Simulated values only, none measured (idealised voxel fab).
Process module in this document: voxel tone inversion
cross-section cut | 210 nm wide | cells 5 nm
Cross-sections here: square-cell grids, written as top-down lists of bands, a band being one or more rows of cells.
Read a band's entry like this: the first values are the height of its top and the height of its bottom in nm, and what follows is the sequence of materials from left to right, each with its width in nm. Note that "air" is empty space, and that a single material marked "full width" reaches across the band from edge to edge.
Heights from 0 (as-received wafer is one material below). Bottom band endless downward, as "top 0, no bottom".
The two numbers in a width such as "30->40" mark its ends across the band: the first belongs to the top row of cells, the second to the bottom row, and from each row to the next the width moves by the same amount.
"no change" (step): cross-section cells unchanged, all of them.
Closed empty spaces (no open way to the top) of 8 cells or more are what "Sealed cavities" lists, each as width x height at distance from the left edge, nm for all three.
Past the settings on a step's line: simulator remark, on that step.
overlay nm: mask offset rightward from planned place, masked step; negative means leftward offset.
THE PLANNED PROCESS STEPS ARE ENUMERATED HEREUNDER
1,RECEIVE,material Si
2,CONFORMAL_DEP,material SiN,thk nm 10
3,DIRECTIONAL_DEP,material aC,thk nm 25
4,PATTERN,tone cover,mask id POSTS,material resist,width nm 15,pitch nm 45,thk nm 30,overlay nm 0
5,DIRECTIONAL_ETCH,etch materials aC,depth nm 25
6,STRIP,etch materials resist
7,FILL_DEP,material lowk,thk nm 5
8,CMP,height nm 35
9,STRIP,etch materials aC
CROSS-SECTION OF THE WAFER UPON ARRIVAL, REPRESENTING THE STATE REACHED AFTER STEP 1
* top 0, no bottom: Si full width
* Sealed cavities: none
ONE MISTAKE IN RUNNING THE MODULE, OTHERWISE START AND PLAN AS ABOVE: CROSS-SECTION AT THE END
* top 35, bottom 0: SiN full width
* top 0, no bottom: Si full width
* Sealed cavities: none
Processing error: step 3 off recipe, ran as DIRECTIONAL_DEP,material SiN,thk nm 25
